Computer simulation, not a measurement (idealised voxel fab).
You're looking at the process module voxel transistor to metal.
Square cells of 5 nm make up the cross-section cut, whose width is 195 nm.
A cross-section in this document is a grid of square cells, and it is written down as bands, the top band listed before the ones below it; a band is made up of one or more rows of cells.
It is stipulated that each band's entry specify, in nanometres, the height of the top of the band and then that of its bottom, followed by the materials of the band in left-to-right sequence, each together with its width in nanometres. A single material marked by the word "full width" is understood to fill the band from edge to edge; the word "empty" is understood to denote empty space.
For the purposes of this specification, 0 denotes the height below which the wafer in its as-received condition is composed wholly of one material, and the lowermost band, lacking a lower limit, extends downward without end, as expressed in "0 nm and below".
A width given as "30..40" starts at the first number in the band's top row and ends at the second number in its bottom row, shifting by an equal amount at every step from row to row.
A step reported as "no alteration" is a step in which no cell of the cross-section changed.
Reported under the label "Fully closed voids" are the empty spaces having no open way to the top and comprising 8 cells or more; the notation for each is width x height at distance, in which the distance is measured from the left edge and all three values are in nm.
Note: text after step settings on the step line = simulator remark on that step.
overlay nm: mask right of planned place by this much (step with mask). Neg. = left.

# Listed below are the process steps as planned
1) RECEIVE [material Si]
2) OXIDIZE [depth nm 5]
3) CONFORMAL_DEP [material SiN] [thk nm 15]
4) MASKED_ETCH [tone cover] [mask id ACTIVE] [width nm 100] [etch materials SiN] [depth nm 15] [overlay nm 0]
5) MASKED_ETCH [tone cover] [mask id ACTIVE] [width nm 100] [etch materials SiO2] [depth nm 5] [overlay nm 0]
6) MASKED_ETCH [tone cover] [mask id ACTIVE] [width nm 100] [etch materials Si] [depth nm 35] [overlay nm 0]
7) OXIDIZE [depth nm 5]
8) FILL_DEP [material SiO2] [thk nm 10]
9) CMP [height nm 15]
10) SELECTIVE_ETCH [etch materials SiO2] [depth nm 5]
11) STRIP [etch materials SiN]
12) SELECTIVE_ETCH [etch materials SiO2] [depth nm 5]
13) OXIDIZE [depth nm 5]
14) DIRECTIONAL_DEP [material polySi] [thk nm 20]
15) DIRECTIONAL_DEP [material SiCN] [thk nm 15]
16) PATTERN [tone cover] [mask id GATE] [material resist] [width nm 20] [thk nm 20] [overlay nm 0]
17) DIRECTIONAL_ETCH [etch materials SiCN] [depth nm 25]
18) DIRECTIONAL_ETCH [etch materials polySi] [depth nm 30]
19) STRIP [etch materials resist]
20) CONFORMAL_DEP [material SiO2] [thk nm 5]
21) DIRECTIONAL_ETCH [etch materials SiO2] [depth nm 5]
22) CONFORMAL_DEP [material SiN] [thk nm 10]
23) DIRECTIONAL_ETCH [etch materials SiN] [depth nm 10]
24) DIRECTIONAL_ETCH [etch materials SiO2] [depth nm 5]
25) EPI [material nSi] [thk nm 5]
26) FILL_DEP [material SiO2] [thk nm 5]
27) CMP [height nm 30]
28) DIRECTIONAL_DEP [material SiO2] [thk nm 15]
29) MASKED_ETCH [tone open] [mask id CONTACT] [width nm 25] [pitch nm 55] [etch materials SiO2] [depth nm 50] [overlay nm 0]
30) CONFORMAL_DEP [material TiN] [thk nm 5]
31) FILL_DEP [material W] [thk nm 5]
32) CMP [height nm 45]
33) DIRECTIONAL_DEP [material TiN] [thk nm 5]
34) DIRECTIONAL_DEP [material Ru] [thk nm 5]
35) DIRECTIONAL_DEP [material aC] [thk nm 10]
36) PATTERN [tone cover] [mask id METAL_1] [material resist] [width nm 15] [pitch nm 65] [thk nm 30] [overlay nm 0]
37) DIRECTIONAL_ETCH [etch materials aC] [depth nm 10]
38) STRIP [etch materials resist]
39) DIRECTIONAL_ETCH [etch materials Ru] [depth nm 15]
40) DIRECTIONAL_ETCH [etch materials TiN] [depth nm 5]
41) STRIP [etch materials aC]
42) CONFORMAL_DEP [material SiCN] [thk nm 5]
43) FILL_DEP [material lowk] [thk nm 5]
44) CMP [height nm 65]
45) CONFORMAL_DEP [material SiN] [thk nm 5]
Wafers differ in thk nm at step 34; plan lists the first wafer's value; identical starting state.

# Received wafers, first of several: cross-section after step 1
> 0 nm and below: Si full width
> Fully closed voids: none

# The following table contains a row per wafer, in which are reported, at the conclusion of the module, the cells of each material gained (+) or lost (-) since the wafer's receipt, with its closed voids given thereafter
thk nm 5; +6 Ru; -225 Si; +59 SiCN; +75 SiN; +434 SiO2; +52 TiN; +26 W; +97 lowk; +6 nSi; +16 polySi; Fully closed voids: none
thk nm 10; +12 Ru; -225 Si; +63 SiCN; +75 SiN; +434 SiO2; +52 TiN; +26 W; +87 lowk; +6 nSi; +16 polySi; Fully closed voids: none
thk nm 15; +18 Ru; -225 Si; +57 SiCN; +75 SiN; +434 SiO2; +52 TiN; +26 W; +87 lowk; +6 nSi; +16 polySi; Fully closed voids: none
thk nm 20; +51 Ru; -225 Si; +49 SiCN; +75 SiN; +434 SiO2; +85 TiN; +26 W; +29 lowk; +6 nSi; +16 polySi; Fully closed voids: none
thk nm 25; +84 Ru; -225 Si; +45 SiCN; +75 SiN; +434 SiO2; +85 TiN; +26 W; +6 nSi; +16 polySi; Fully closed voids: none
thk nm 30; +117 Ru; -225 Si; +12 SiCN; +75 SiN; +434 SiO2; +85 TiN; +26 W; +6 nSi; +16 polySi; Fully closed voids: none
